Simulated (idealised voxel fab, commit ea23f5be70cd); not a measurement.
The following process module bears the name voxel gate over fins.
Cross-section cut spans 220 nm and uses square cells 5 nm in size.
When this document writes out a cross-section, it uses a grid of square cells and lists it as bands, beginning at the top and moving down, with a band standing for one or more rows of cells. Band: top height; bottom height; in nm. Then, left to right: material with width in nm, for each material. "everywhere": a single material spanning edge to edge. "air": empty space. Convention: height 0 is the level below which the wafer, as received, is all one material. The lowest band does not terminate at the bottom but continues downward, represented as "from 0 down". Width "30 to 40": first value at the band's top row of cells, second value at its bottom row, equal change from row to row. "same as before" -> step changed no cross-section cell. The label "Trapped cavities" introduces a list of the empty spaces, 8 cells or larger, that have no open way up to the top; each entry in it reads width x height at distance, where the distance is taken from the left edge and all three are stated in nm. Whatever follows a step's settings on its line is a remark the simulator itself makes about that step. You can add "overlay nm" to a step's line. For a step with a mask, it describes how far the mask lay to the right of its planned position, and a negative number describes a lay to the left.

## Listed below are the process steps as planned
1) RECEIVE (material Si)
2) CONFORMAL_DEP (material SiN; thk nm 5)
3) MASKED_ETCH (tone cover; mask id FINS; width nm 15; pitch nm 45; etch materials SiN; depth nm 5; overlay nm 0)
4) MASKED_ETCH (tone cover; mask id FINS; width nm 15; pitch nm 45; etch materials Si; depth nm 30; overlay nm 0)
5) FILL_DEP (material SiO2; thk nm 15)
6) CMP (height nm 5)
7) SELECTIVE_ETCH (etch materials SiO2; depth nm 20)
8) STRIP (etch materials SiN)
9) CONFORMAL_DEP (material HfO2; thk nm 5)
10) CONFORMAL_DEP (material TiN; thk nm 5)
11) FILL_DEP (material W; thk nm 15)
12) CMP (height nm 20)
13) CONFORMAL_DEP (material SiN; thk nm 5)

## First wafer, two in total, run as planned

## Cross-section, incoming material, after step 1
* from 0 down | Si everywhere
* Trapped cavities: none

## The wafer in cross-section once step 2 is complete
* from 5 to 0 | SiN everywhere
* Everything below 0 is unchanged.

## The wafer in cross-section once step 3 is complete
* from 5 to 0 | 35 air | 15 SiN | 30 air | 15 SiN | 30 air | 15 SiN | 30 air | 15 SiN | 35 air
* Everything below 0 is unchanged.

## The wafer in cross-section once step 4 is complete
* from 5 to 0 | 35 air | 15 SiN | 30 air | 15 SiN | 30 air | 15 SiN | 30 air | 15 SiN | 35 air
* from 0 to -30 | 35 air | 15 Si | 30 air | 15 Si | 30 air | 15 Si | 30 air | 15 Si | 35 air
* Everything below -30 is unchanged.

## The wafer in cross-section once step 5 is complete
* from 20 to 5 | SiO2 everywhere
* from 5 to 0 | 35 SiO2 | 15 SiN | 30 SiO2 | 15 SiN | 30 SiO2 | 15 SiN | 30 SiO2 | 15 SiN | 35 SiO2
* from 0 to -30 | 35 SiO2 | 15 Si | 30 SiO2 | 15 Si | 30 SiO2 | 15 Si | 30 SiO2 | 15 Si | 35 SiO2
* Everything below -30 is unchanged.

## The wafer in cross-section once step 6 is complete
* from 5 to 0 | 35 SiO2 | 15 SiN | 30 SiO2 | 15 SiN | 30 SiO2 | 15 SiN | 30 SiO2 | 15 SiN | 35 SiO2
* Everything below 0 is unchanged.

## The wafer in cross-section once step 7 is complete
* from 5 to 0 | 35 air | 15 SiN | 30 air | 15 SiN | 30 air | 15 SiN | 30 air | 15 SiN | 35 air
* from 0 to -15 | 35 air | 15 Si | 30 air | 15 Si | 30 air | 15 Si | 30 air | 15 Si | 35 air
* Everything below -15 is unchanged.

## The wafer in cross-section once step 8 is complete
* from 0 to -15 | 35 air | 15 Si | 30 air | 15 Si | 30 air | 15 Si | 30 air | 15 Si | 35 air
* Everything below -15 is unchanged.

## The wafer in cross-section once step 9 is complete
* from 5 to 0 | 30 air | 25 HfO2 | 20 air | 25 HfO2 | 20 air | 25 HfO2 | 20 air | 25 HfO2 | 30 air
* from 0 to -10 | 30 air | 5 HfO2 | 15 Si | 5 HfO2 | 20 air | 5 HfO2 | 15 Si | 5 HfO2 | 20 air | 5 HfO2 | 15 Si | 5 HfO2 | 20 air | 5 HfO2 | 15 Si | 5 HfO2 | 30 air
* from -10 to -15 | 35 HfO2 | 15 Si | 30 HfO2 | 15 Si | 30 HfO2 | 15 Si | 30 HfO2 | 15 Si | 35 HfO2
* Everything below -15 is unchanged.

## The wafer in cross-section once step 10 is complete
* from 10 to 5 | 25 air | 35 TiN | 10 air | 35 TiN | 10 air | 35 TiN | 10 air | 35 TiN | 25 air
* from 5 to 0 | 25 air | 5 TiN | 25 HfO2 | 5 TiN | 10 air | 5 TiN | 25 HfO2 | 5 TiN | 10 air | 5 TiN | 25 HfO2 | 5 TiN | 10 air | 5 TiN | 25 HfO2 | 5 TiN | 25 air
* from 0 to -5 | 25 air | 5 TiN | 5 HfO2 | 15 Si | 5 HfO2 | 5 TiN | 10 air | 5 TiN | 5 HfO2 | 15 Si | 5 HfO2 | 5 TiN | 10 air | 5 TiN | 5 HfO2 | 15 Si | 5 HfO2 | 5 TiN | 10 air | 5 TiN | 5 HfO2 | 15 Si | 5 HfO2 | 5 TiN | 25 air
* from -5 to -10 | 30 TiN | 5 HfO2 | 15 Si | 5 HfO2 | 20 TiN | 5 HfO2 | 15 Si | 5 HfO2 | 20 TiN | 5 HfO2 | 15 Si | 5 HfO2 | 20 TiN | 5 HfO2 | 15 Si | 5 HfO2 | 30 TiN
* Everything below -10 is unchanged.

## The wafer in cross-section once step 11 is complete
* from 25 to 10 | W everywhere
* from 10 to 5 | 25 W | 35 TiN | 10 W | 35 TiN | 10 W | 35 TiN | 10 W | 35 TiN | 25 W
* from 5 to 0 | 25 W | 5 TiN | 25 HfO2 | 5 TiN | 10 W | 5 TiN | 25 HfO2 | 5 TiN | 10 W | 5 TiN | 25 HfO2 | 5 TiN | 10 W | 5 TiN | 25 HfO2 | 5 TiN | 25 W
* from 0 to -5 | 25 W | 5 TiN | 5 HfO2 | 15 Si | 5 HfO2 | 5 TiN | 10 W | 5 TiN | 5 HfO2 | 15 Si | 5 HfO2 | 5 TiN | 10 W | 5 TiN | 5 HfO2 | 15 Si | 5 HfO2 | 5 TiN | 10 W | 5 TiN | 5 HfO2 | 15 Si | 5 HfO2 | 5 TiN | 25 W
* Everything below -5 is unchanged.

## The wafer in cross-section once step 12 is complete
* from 20 to 10 | W everywhere
* Everything below 10 is unchanged.

## The wafer in cross-section once step 13 is complete
* from 25 to 20 | SiN everywhere
* Everything below 20 is unchanged.

## Second wafer. Start and plan as for the first. One mistake made in running. Agrees with the first up to and including step 5

## Cross-sectional representation of the second wafer at the time designated in the plan for the completion of step 6
* from -5 to -30 | 35 SiO2 | 15 Si | 30 SiO2 | 15 Si | 30 SiO2 | 15 Si | 30 SiO2 | 15 Si | 35 SiO2
* Everything below -30 is unchanged.

## Cross-sectional representation of the second wafer at the time designated in the plan for the completion of step 7
* from -5 to -25 | 35 air | 15 Si | 30 air | 15 Si | 30 air | 15 Si | 30 air | 15 Si | 35 air
* Everything below -25 is unchanged.

Cross-sectional representation of the second wafer at the time designated in the plan for the completion of step 8: same as before

## Cross-sectional representation of the second wafer at the time designated in the plan for the completion of step 9
* from 0 to -5 | 30 air | 25 HfO2 | 20 air | 25 HfO2 | 20 air | 25 HfO2 | 20 air | 25 HfO2 | 30 air
* from -5 to -20 | 30 air | 5 HfO2 | 15 Si | 5 HfO2 | 20 air | 5 HfO2 | 15 Si | 5 HfO2 | 20 air | 5 HfO2 | 15 Si | 5 HfO2 | 20 air | 5 HfO2 | 15 Si | 5 HfO2 | 30 air
* from -20 to -25 | 35 HfO2 | 15 Si | 30 HfO2 | 15 Si | 30 HfO2 | 15 Si | 30 HfO2 | 15 Si | 35 HfO2
* Everything below -25 is unchanged.

## Cross-sectional representation of the second wafer at the time designated in the plan for the completion of step 10
* from 5 to 0 | 25 air | 35 TiN | 10 air | 35 TiN | 10 air | 35 TiN | 10 air | 35 TiN | 25 air
* from 0 to -5 | 25 air | 5 TiN | 25 HfO2 | 5 TiN | 10 air | 5 TiN | 25 HfO2 | 5 TiN | 10 air | 5 TiN | 25 HfO2 | 5 TiN | 10 air | 5 TiN | 25 HfO2 | 5 TiN | 25 air
* from -5 to -15 | 25 air | 5 TiN | 5 HfO2 | 15 Si | 5 HfO2 | 5 TiN | 10 air | 5 TiN | 5 HfO2 | 15 Si | 5 HfO2 | 5 TiN | 10 air | 5 TiN | 5 HfO2 | 15 Si | 5 HfO2 | 5 TiN | 10 air | 5 TiN | 5 HfO2 | 15 Si | 5 HfO2 | 5 TiN | 25 air
* from -15 to -20 | 30 TiN | 5 HfO2 | 15 Si | 5 HfO2 | 20 TiN | 5 HfO2 | 15 Si | 5 HfO2 | 20 TiN | 5 HfO2 | 15 Si | 5 HfO2 | 20 TiN | 5 HfO2 | 15 Si | 5 HfO2 | 30 TiN
* Everything below -20 is unchanged.

## Cross-sectional representation of the second wafer at the time designated in the plan for the completion of step 11
* from 20 to 5 | W everywhere
* from 5 to 0 | 25 W | 35 TiN | 10 W | 35 TiN | 10 W | 35 TiN | 10 W | 35 TiN | 25 W
* from 0 to -5 | 25 W | 5 TiN | 25 HfO2 | 5 TiN | 10 W | 5 TiN | 25 HfO2 | 5 TiN | 10 W | 5 TiN | 25 HfO2 | 5 TiN | 10 W | 5 TiN | 25 HfO2 | 5 TiN | 25 W
* from -5 to -15 | 25 W | 5 TiN | 5 HfO2 | 15 Si | 5 HfO2 | 5 TiN | 10 W | 5 TiN | 5 HfO2 | 15 Si | 5 HfO2 | 5 TiN | 10 W | 5 TiN | 5 HfO2 | 15 Si | 5 HfO2 | 5 TiN | 10 W | 5 TiN | 5 HfO2 | 15 Si | 5 HfO2 | 5 TiN | 25 W
* Everything below -15 is unchanged.

Cross-sectional representation of the second wafer at the time designated in the plan for the completion of step 12: same as before

## Cross-sectional representation of the second wafer at the time designated in the plan for the completion of step 13
* from 25 to 20 | SiN everywhere
* Everything below 20 is unchanged.
Error vs. plan: step 6 did not happen as planned, as run it was CMP (height nm -5)
Upon completion, the second wafer contains, in terms of cells, a greater or smaller amount of certain materials than the first wafer: +8 HfO2, -12 Si, -64 SiO2, +8 TiN, +60 W
